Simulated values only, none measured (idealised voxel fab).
process module | voxel double patterning
cross-section cut | 155 nm wide | cells 5 nm
A cross-section is a grid of square cells, given in bands from the top down. A band is one or more rows of cells.
Each band's line starts with the height of the band's top and of its bottom, in nm. Then come its materials from left to right, each with its width in nm. One material with "throughout" fills the band from edge to edge. "air" is empty space.
Height 0 is the level under which the wafer as received is all one material. The lowest band goes on downwards, as in "0 down".
A width such as "30 to 40" changes by the same amount from each row of cells to the next, from the band's top row to its bottom row.
"no change" after a step means that no cell of the cross-section changed.
closed voids: empty space of 8 cells or more with no open way to the top, each as width x height at its distance from the left edge, in nm
after a step's settings: what the simulator itself notes on the step
overlay nm, on a step with a mask: how far to the right of its planned place the mask lay; to the left if negative
plan
1 op RECEIVE | material Si
2 op CONFORMAL_DEP | material SiO2 | thk nm 5
3 op DIRECTIONAL_DEP | material polySi | thk nm 10
4 op DIRECTIONAL_DEP | material SiN | thk nm 10
5 op MASKED_ETCH | tone open | mask id FIRST | width nm 15 | pitch nm 50 | etch materials SiN | depth nm 10 | overlay nm 0
6 op PATTERN | tone open | mask id SECOND | material resist | width nm 15 | pitch nm 50 | thk nm 15 | overlay nm -15
7 op DIRECTIONAL_ETCH | etch materials SiN | depth nm 10
8 op STRIP | etch materials resist
9 op DIRECTIONAL_ETCH | etch materials polySi | depth nm 10
10 op STRIP | etch materials SiN
varied across the wafers: overlay nm of step 6. The plan shows the first wafer's value. All wafers start alike
first wafer as received, after step 1
  0 down: Si throughout
  closed voids: none
each wafer at the end: cells of each material gained (+) or lost (-) since it was received, then its closed voids
overlay nm -15 | +31 SiO2 | +36 polySi | closed voids: none
overlay nm -10 | +31 SiO2 | +32 polySi | closed voids: none
overlay nm -5 | +31 SiO2 | +32 polySi | closed voids: none
overlay nm 0 | +31 SiO2 | +32 polySi | closed voids: none
overlay nm 5 | +31 SiO2 | +32 polySi | closed voids: none
overlay nm 10 | +31 SiO2 | +32 polySi | closed voids: none
overlay nm 15 | +31 SiO2 | +36 polySi | closed voids: none
